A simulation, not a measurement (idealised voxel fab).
Process module in this document: voxel self aligned vias
The figure presents cross-section cut, which has a width of 280 nm and is divided into square cells with an edge length of 5 nm.
Notation: cross-section as square-cell grid; stated in bands, top first, going down; one or more cell rows per band. Top height, bottom height, nm. Materials left to right, width each, nm. Single material + "full width" = fills band edge to edge. "air" = empty. Below 0: as-received wafer, all one material; heights counted from there. Lowest band: no bottom, goes on down, written "0..down". You'd read "30 to 40" like this: the band's top row of cells is as wide as the first number, its bottom row is as wide as the second, and going down, every row changes width by the same amount as the row before did. Key: "everything unchanged" - step with no changed cell in the cross-section. Look at "Listed closed voids" for the closed voids: empty spaces with no open path to the top, sized 8 cells or up. Each is width x height at distance, distance from the left edge, all nm. Read whatever lies past the settings on a step's line as the simulator's own remark about the step. For masked steps, "overlay nm" on the step line gives how far right of plan the mask actually lay; a minus sign means it lay to the left. Before/after cross-section pairs, one process step each; after shown to lowest changed band; step and settings beneath. Pairs may be from different runs of this module on the same starting wafer; a pair continues from the one above only where its "Pre-step" entry says so.

-- Pre-step
	75..65 = aC full width
	65..50 = SiO2 full width
	50..40 = 105 SiO2, then 20 SiN, then 25 SiO2, then 20 SiN, then 110 SiO2
	40..25 = 105 SiO2, then 5 TiN, then 10 Ru, then 5 TiN, then 25 SiO2, then 5 TiN, then 10 Ru, then 5 TiN, then 110 SiO2
	25..20 = 105 SiO2, then 20 TiN, then 25 SiO2, then 20 TiN, then 110 SiO2
	20..15 = SiCN full width
	15..0 = Ru full width
	0..down = Si full width
	Listed closed voids: none

-- Post-Process Section
	100..75 = 100 resist, then 30 air, then 150 resist
	For the remainder of the cross-section, below 75, there is no change.
	Listed closed voids: none
Step between the pre-process and post-process cross-sections given above: PATTERN, tone open, mask id VIAS, material resist, width nm 30, thk nm 25, overlay nm 0

Pre-step: per the after cross-section of the pair just above.

-- Post-Process Section
	90..75 = 100 resist, then 30 air, then 150 resist
	75..65 = 100 aC, then 30 air, then 150 aC
	For the remainder of the cross-section, below 65, there is no change.
	Listed closed voids: none
Step between the pre-process and post-process cross-sections given above: DIRECTIONAL_ETCH, etch materials aC, depth nm 10

Pre-step: per the after cross-section of the pair just above.

-- Post-Process Section
	75..65 = 100 aC, then 30 air, then 150 aC
	For the remainder of the cross-section, below 65, there is no change.
	Listed closed voids: none
Step between the pre-process and post-process cross-sections given above: STRIP, etch materials resist

Pre-step: per the after cross-section of the pair just above.

-- Post-Process Section
	75..65 = 100 aC, then 30 air, then 150 aC
	65..50 = 100 SiO2, then 30 air, then 150 SiO2
	For the remainder of the cross-section, below 50, there is no change.
	Listed closed voids: none
Step between the pre-process and post-process cross-sections given above: DIRECTIONAL_ETCH, etch materials SiO2, depth nm 15

Pre-step: per the after cross-section of the pair just above.

-- Post-Process Section
	75..65 = 100 aC, then 30 air, then 150 aC
	65..50 = 100 SiO2, then 30 air, then 150 SiO2
	50..40 = 105 SiO2, then 20 air, then 25 SiO2, then 20 SiN, then 110 SiO2
	For the remainder of the cross-section, below 40, there is no change.
	Listed closed voids: none
Step between the pre-process and post-process cross-sections given above: DIRECTIONAL_ETCH, etch materials SiN, depth nm 10

Pre-step: per the after cross-section of the pair just above.

-- Post-Process Section
	65..50 = 100 SiO2, then 30 air, then 150 SiO2
	For the remainder of the cross-section, below 50, there is no change.
	Listed closed voids: none
Step between the pre-process and post-process cross-sections given above: STRIP, etch materials aC

Pre-step: per the after cross-section of the pair just above.

-- Post-Process Section
	70..65 = 105 TiN, then 20 air, then 155 TiN
	65..55 = 100 SiO2, then 5 TiN, then 20 air, then 5 TiN, then 150 SiO2
	55..50 = 100 SiO2, then 10 TiN, then 10 air, then 10 TiN, then 150 SiO2
	50..45 = 105 SiO2, then 5 TiN, then 10 air, then 5 TiN, then 25 SiO2, then 20 SiN, then 110 SiO2
	45..40 = 105 SiO2, then 20 TiN, then 25 SiO2, then 20 SiN, then 110 SiO2
	For the remainder of the cross-section, below 40, there is no change.
	Listed closed voids: none
Step between the pre-process and post-process cross-sections given above: CONFORMAL_DEP, material TiN, thk nm 5

Pre-step: per the after cross-section of the pair just above.

-- Post-Process Section
	80..70 = Ru full width
	70..65 = 105 TiN, then 20 Ru, then 155 TiN
	65..55 = 100 SiO2, then 5 TiN, then 20 Ru, then 5 TiN, then 150 SiO2
	55..50 = 100 SiO2, then 10 TiN, then 10 Ru, then 10 TiN, then 150 SiO2
	50..45 = 105 SiO2, then 5 TiN, then 10 Ru, then 5 TiN, then 25 SiO2, then 20 SiN, then 110 SiO2
	For the remainder of the cross-section, below 45, there is no change.
	Listed closed voids: none
Step between the pre-process and post-process cross-sections given above: FILL_DEP, material Ru, thk nm 10

Pre-step: per the after cross-section of the pair just above.

-- Post-Process Section
	65..55 = 100 SiO2, then 5 TiN, then 20 Ru, then 5 TiN, then 150 SiO2
	For the remainder of the cross-section, below 55, there is no change.
	Listed closed voids: none
Step between the pre-process and post-process cross-sections given above: CMP, height nm 65

Pre-step: per the after cross-section of the pair just above.

-- Post-Process Section
	70..65 = SiCN full width
	For the remainder of the cross-section, below 65, there is no change.
	Listed closed voids: none
Step between the pre-process and post-process cross-sections given above: CONFORMAL_DEP, material SiCN, thk nm 5

-- Pre-step
	60..50 = aC full width
	50..20 = SiO2 full width
	20..15 = SiCN full width
	15..0 = SiO2 full width
	0..down = Si full width
	Listed closed voids: none

-- Post-Process Section
	85..60 = 105 air, then 20 resist, then 25 air, then 20 resist, then 110 air
	For the remainder of the cross-section, below 60, there is no change.
	Listed closed voids: none
Step between the pre-process and post-process cross-sections given above: PATTERN, tone cover, mask id LINES, material resist, width nm 20, pitch nm 45, thk nm 25, overlay nm 0

Pre-step: per the after cross-section of the pair just above.

-- Post-Process Section
	75..60 = 105 air, then 20 resist, then 25 air, then 20 resist, then 110 air
	60..50 = 105 air, then 20 aC, then 25 air, then 20 aC, then 110 air
	For the remainder of the cross-section, below 50, there is no change.
	Listed closed voids: none
Step between the pre-process and post-process cross-sections given above: DIRECTIONAL_ETCH, etch materials aC, depth nm 10

Pre-step: per the after cross-section of the pair just above.

-- Post-Process Section
	60..50 = 105 air, then 20 aC, then 25 air, then 20 aC, then 110 air
	For the remainder of the cross-section, below 50, there is no change.
	Listed closed voids: none
Step between the pre-process and post-process cross-sections given above: STRIP, etch materials resist

Pre-step: per the after cross-section of the pair just above.

-- Post-Process Section
	60..50 = 105 air, then 20 aC, then 25 air, then 20 aC, then 110 air
	50..20 = 105 air, then 20 SiO2, then 25 air, then 20 SiO2, then 110 air
	For the remainder of the cross-section, below 20, there is no change.
	Listed closed voids: none
Step between the pre-process and post-process cross-sections given above: DIRECTIONAL_ETCH, etch materials SiO2, depth nm 30

Pre-step: per the after cross-section of the pair just above.

-- Post-Process Section
	50..20 = 105 air, then 20 SiO2, then 25 air, then 20 SiO2, then 110 air
	For the remainder of the cross-section, below 20, there is no change.
	Listed closed voids: none
Step between the pre-process and post-process cross-sections given above: STRIP, etch materials aC

Pre-step: per the after cross-section of the pair just above.

-- Post-Process Section
	55..50 = 100 air, then 30 TiN, then 15 air, then 30 TiN, then 105 air
	50..25 = 100 air, then 5 TiN, then 20 SiO2, then 5 TiN, then 15 air, then 5 TiN, then 20 SiO2, then 5 TiN, then 105 air
	25..20 = 105 TiN, then 20 SiO2, then 25 TiN, then 20 SiO2, then 110 TiN
	For the remainder of the cross-section, below 20, there is no change.
	Listed closed voids: none
Step between the pre-process and post-process cross-sections given above: CONFORMAL_DEP, material TiN, thk nm 5

Pre-step: per the after cross-section of the pair just above.

-- Post-Process Section
	60..55 = Ru full width
	55..50 = 100 Ru, then 30 TiN, then 15 Ru, then 30 TiN, then 105 Ru
	50..25 = 100 Ru, then 5 TiN, then 20 SiO2, then 5 TiN, then 15 Ru, then 5 TiN, then 20 SiO2, then 5 TiN, then 105 Ru
	For the remainder of the cross-section, below 25, there is no change.
	Listed closed voids: none
Step between the pre-process and post-process cross-sections given above: FILL_DEP, material Ru, thk nm 5

Pre-step: per the after cross-section of the pair just above.

-- Post-Process Section
	50..25 = 100 Ru, then 5 TiN, then 20 SiO2, then 5 TiN, then 15 Ru, then 5 TiN, then 20 SiO2, then 5 TiN, then 105 Ru
	For the remainder of the cross-section, below 25, there is no change.
	Listed closed voids: none
Step between the pre-process and post-process cross-sections given above: CMP, height nm 50

Pre-step: per the after cross-section of the pair just above.

-- Post-Process Section
	50..40 = 105 air, then 20 SiO2, then 25 air, then 20 SiO2, then 110 air
	For the remainder of the cross-section, below 40, there is no change.
	Listed closed voids: none
Step between the pre-process and post-process cross-sections given above: SELECTIVE_ETCH, etch materials W Ru TiN, depth nm 10

Pre-step: per the after cross-section of the pair just above.

-- Post-Process Section
	55..50 = SiN full width
	50..40 = 105 SiN, then 20 SiO2, then 25 SiN, then 20 SiO2, then 110 SiN
	For the remainder of the cross-section, below 40, there is no change.
	Listed closed voids: none
Step between the pre-process and post-process cross-sections given above: FILL_DEP, material SiN, thk nm 5

Pre-step: per the after cross-section of the pair just above.

-- Post-Process Section
	50..40 = 105 SiN, then 20 SiO2, then 25 SiN, then 20 SiO2, then 110 SiN
	For the remainder of the cross-section, below 40, there is no change.
	Listed closed voids: none
Step between the pre-process and post-process cross-sections given above: CMP, height nm 50

Pre-step: per the after cross-section of the pair just above.

-- Post-Process Section
	65..50 = SiO2 full width
	For the remainder of the cross-section, below 50, there is no change.
	Listed closed voids: none
Step between the pre-process and post-process cross-sections given above: DIRECTIONAL_DEP, material SiO2, thk nm 15

Pre-step: per the after cross-section of the pair just above.

-- Post-Process Section
	75..65 = aC full width
	For the remainder of the cross-section, below 65, there is no change.
	Listed closed voids: none
Step between the pre-process and post-process cross-sections given above: DIRECTIONAL_DEP, material aC, thk nm 10

Pre-step: per the after cross-section of the pair just above.

-- Post-Process Section
	100..75 = 100 resist, then 30 air, then 150 resist
	For the remainder of the cross-section, below 75, there is no change.
	Listed closed voids: none
Step between the pre-process and post-process cross-sections given above: PATTERN, tone open, mask id VIAS, material resist, width nm 30, thk nm 25, overlay nm 0

Pre-step: per the after cross-section of the pair just above.

-- Post-Process Section
	90..75 = 100 resist, then 30 air, then 150 resist
	75..65 = 100 aC, then 30 air, then 150 aC
	For the remainder of the cross-section, below 65, there is no change.
	Listed closed voids: none
Step between the pre-process and post-process cross-sections given above: DIRECTIONAL_ETCH, etch materials aC, depth nm 10

Pre-step: per the after cross-section of the pair just above.

-- Post-Process Section
	75..65 = 100 aC, then 30 air, then 150 aC
	For the remainder of the cross-section, below 65, there is no change.
	Listed closed voids: none
Step between the pre-process and post-process cross-sections given above: STRIP, etch materials resist

Pre-step: per the after cross-section of the pair just above.

-- Post-Process Section
	75..65 = 100 aC, then 30 air, then 150 aC
	65..50 = 100 SiO2, then 30 air, then 150 SiO2
	For the remainder of the cross-section, below 50, there is no change.
	Listed closed voids: none
Step between the pre-process and post-process cross-sections given above: DIRECTIONAL_ETCH, etch materials SiO2, depth nm 15

Pre-step: per the after cross-section of the pair just above.

-- Post-Process Section
	75..65 = 100 aC, then 30 air, then 150 aC
	65..50 = 100 SiO2, then 30 air, then 150 SiO2
	50..40 = 100 SiN, then 5 air, then 20 SiO2, then 5 air, then 20 SiN, then 20 SiO2, then 110 SiN
	For the remainder of the cross-section, below 40, there is no change.
	Listed closed voids: none
Step between the pre-process and post-process cross-sections given above: DIRECTIONAL_ETCH, etch materials SiN, depth nm 10

Pre-step: per the after cross-section of the pair just above.

-- Post-Process Section
	65..50 = 100 SiO2, then 30 air, then 150 SiO2
	For the remainder of the cross-section, below 50, there is no change.
	Listed closed voids: none
Step between the pre-process and post-process cross-sections given above: STRIP, etch materials aC

Pre-step: per the after cross-section of the pair just above.

-- Post-Process Section
	70..65 = 105 TiN, then 20 air, then 155 TiN
	65..55 = 100 SiO2, then 5 TiN, then 20 air, then 5 TiN, then 150 SiO2
	55..50 = 100 SiO2, then 30 TiN, then 150 SiO2
	50..40 = 100 SiN, then 5 TiN, then 20 SiO2, then 5 TiN, then 20 SiN, then 20 SiO2, then 110 SiN
	For the remainder of the cross-section, below 40, there is no change.
	Listed closed voids: none
Step between the pre-process and post-process cross-sections given above: CONFORMAL_DEP, material TiN, thk nm 5

Pre-step: per the after cross-section of the pair just above.

-- Post-Process Section
	80..70 = Ru full width
	70..65 = 105 TiN, then 20 Ru, then 155 TiN
	65..55 = 100 SiO2, then 5 TiN, then 20 Ru, then 5 TiN, then 150 SiO2
	For the remainder of the cross-section, below 55, there is no change.
	Listed closed voids: none
Step between the pre-process and post-process cross-sections given above: FILL_DEP, material Ru, thk nm 10

Pre-step: per the after cross-section of the pair just above.

-- Post-Process Section
	65..55 = 100 SiO2, then 5 TiN, then 20 Ru, then 5 TiN, then 150 SiO2
	For the remainder of the cross-section, below 55, there is no change.
	Listed closed voids: none
Step between the pre-process and post-process cross-sections given above: CMP, height nm 65

Pre-step: per the after cross-section of the pair just above.

-- Post-Process Section
	70..65 = SiCN full width
	For the remainder of the cross-section, below 65, there is no change.
	Listed closed voids: none
Step between the pre-process and post-process cross-sections given above: CONFORMAL_DEP, material SiCN, thk nm 5
